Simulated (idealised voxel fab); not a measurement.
The following process module bears the name voxel self aligned contacts.
Shown is cross-section cut, with a width of 225 nm and square cells of size 5 nm.
Throughout this document, each cross-section is represented as a grid of square cells and is presented as a sequence of bands enumerated from the top downward, where a band comprises one or more rows of cells. Band: top and bottom heights (nm) first, top before bottom; then materials from left to right, widths in nm. "all across" marks a sole material filling the band edge to edge. "blank" denotes empty space. We count height from 0. Below that, the starting wafer is all one material. The lowest band never ends at the bottom but goes on down; see "0 down" for how that is written. When a width is written as two numbers, as in "30->40", the first number is the width in the top row of cells of the band and the second is the width in its bottom row, and the width changes by the same amount from each row to the next. When a step is marked "no modifications", none of the cells in the cross-section changed during that step. "Trapped cavities" enumerates empty spaces isolated from the top, with no open way to it, that contain at least 8 cells, giving each as width x height at distance from the left edge, all three in nm. Text after the settings on a step's line: the simulator's own remark on that step. The "overlay nm" setting may appear on a step's line; for a step that uses a mask, it gives how far to the right of its planned position the mask lay, and a negative value indicates the left.

PROCESS STEPS - PLAN
1,RECEIVE (material Si)
2,CONFORMAL_DEP (material SiO2; thk nm 5)
3,DIRECTIONAL_DEP (material polySi; thk nm 25)
4,DIRECTIONAL_DEP (material SiN; thk nm 20)
5,MASKED_ETCH (tone cover; mask id GATE; width nm 30; pitch nm 70; etch materials SiN; depth nm 20; overlay nm 0)
6,MASKED_ETCH (tone cover; mask id GATE; width nm 30; pitch nm 70; etch materials polySi; depth nm 25; overlay nm 0)
7,CONFORMAL_DEP (material SiN; thk nm 10)
8,DIRECTIONAL_ETCH (etch materials SiN; depth nm 10)
9,FILL_DEP (material SiO2; thk nm 10)
10,CMP (height nm 55)
11,PATTERN (tone open; mask id CONTACT; material resist; width nm 50; thk nm 20; overlay nm 0)
12,DIRECTIONAL_ETCH (etch materials SiO2; depth nm 55)
13,STRIP (etch materials resist)
14,CONFORMAL_DEP (material TiN; thk nm 5)
15,FILL_DEP (material Ru; thk nm 10)
16,CMP (height nm 55)
17,CONFORMAL_DEP (material SiCN; thk nm 5)

CROSS-SECTION OF THE INCOMING WAFER, STATE AFTER STEP 1
  0 down = Si all across
  Trapped cavities: none

THIS IS HOW THE WAFER LOOKS IN CROSS-SECTION ONCE THE MODULE IS DONE, GIVEN THE STARTING STATE AND PLAN ABOVE AND ONE MISTAKE IN CARRYING THE PLAN OUT
  60 to 55 = SiCN all across
  55 to 45 = SiO2 85 / TiN 5->20 / Ru 40->10 / TiN 5->20 / SiO2 90
  45 to 25 = SiO2 50 / SiN 50 / TiN 5 / Ru 10 / TiN 5 / SiN 50 / SiO2 55
  25 to 5 = SiO2 50 / SiN 10 / polySi 30 / SiN 10 / TiN 5 / Ru 10 / TiN 5 / SiN 10 / polySi 30 / SiN 10 / SiO2 55
  5 to 0 = SiO2 50 / SiN 10 / polySi 30 / SiN 10 / TiN 20 / SiN 10 / polySi 30 / SiN 10 / SiO2 55
  0 down = Si all across
  Trapped cavities: none
Error vs. plan: plan step 2 skipped
